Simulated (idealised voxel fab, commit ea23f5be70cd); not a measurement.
The name of this process module is voxel ribs on slabs.
For reference, the cross-section in this document is cut, with width 190 nm and square cells of 5 nm.
Think of the cross-section as a grid of square cells. We describe it in bands, top to bottom, and each band covers one or more rows of those cells.
Each band's line starts with the height of the band's top and of its bottom, in nm. Then come its materials from left to right, each with its width in nm. One material with "full width" fills the band from edge to edge. "blank" is empty space.
Height datum 0, below which the as-received substrate wafer is one material. Lowest band open at the bottom, running downward: "0 -> down".
Note: "30->40" means the width goes from the first number (top row of the band) to the second number (bottom row) in equal steps per row of cells.
"nothing got changed" -> step changed no cross-section cell.
Enclosed voids (no open way to top), threshold 8 cells or more, entry "Voids, fully enclosed", notation width x height at distance, distance from left edge, nm.
On a step's line, text after the settings is the simulator commenting on that step.
For masked steps, "overlay nm" on the step line gives how far right of plan the mask actually lay; a minus sign means it lay to the left.

-- List of planned process steps
1) RECEIVE with material Si
2) DIRECTIONAL_DEP with material SiO2, thk nm 30
3) DIRECTIONAL_DEP with material SiN, thk nm 25
4) MASKED_ETCH with tone cover, mask id RIB, width nm 20, etch materials SiN, depth nm 15, overlay nm 0
5) MASKED_ETCH with tone cover, mask id SLAB, width nm 50, etch materials SiN, depth nm 10, overlay nm 0
6) FILL_DEP with material SiO2, thk nm 15
7) CMP with height nm 65
8) DIRECTIONAL_DEP with material TiN, thk nm 10
9) PATTERN with tone cover, mask id HEATER, material resist, width nm 30, thk nm 20, overlay nm 0
10) DIRECTIONAL_ETCH with etch materials TiN, depth nm 10
11) STRIP with etch materials resist
12) CONFORMAL_DEP with material SiN, thk nm 10

-- Step 1 complete: cross-section of the wafer as received
0 -> down | Si full width
Voids, fully enclosed: none

-- Wafer cross-section at module end: first of two, run to plan
85 -> 75 | blank=70; SiN=50; blank=70
75 -> 65 | SiN=80; TiN=30; SiN=80
65 -> 55 | SiO2 full width
55 -> 40 | SiO2=85; SiN=20; SiO2=85
40 -> 30 | SiO2=70; SiN=50; SiO2=70
30 -> 0 | SiO2 full width
0 -> down | Si full width
Voids, fully enclosed: none

-- End of module, second wafer, cross-section. Started like the first, planned like the first, run with one mistake
75 -> 65 | blank=80; TiN=30; blank=80
65 -> 55 | SiO2 full width
55 -> 40 | SiO2=85; SiN=20; SiO2=85
40 -> 30 | SiO2=70; SiN=50; SiO2=70
30 -> 0 | SiO2 full width
0 -> down | Si full width
Voids, fully enclosed: none
what went wrong: step 12 of the plan never got run, it was skipped over
The closing comparison, in cells, has the second wafer with more or fewer of some materials than the first: SiN: 84 fewer
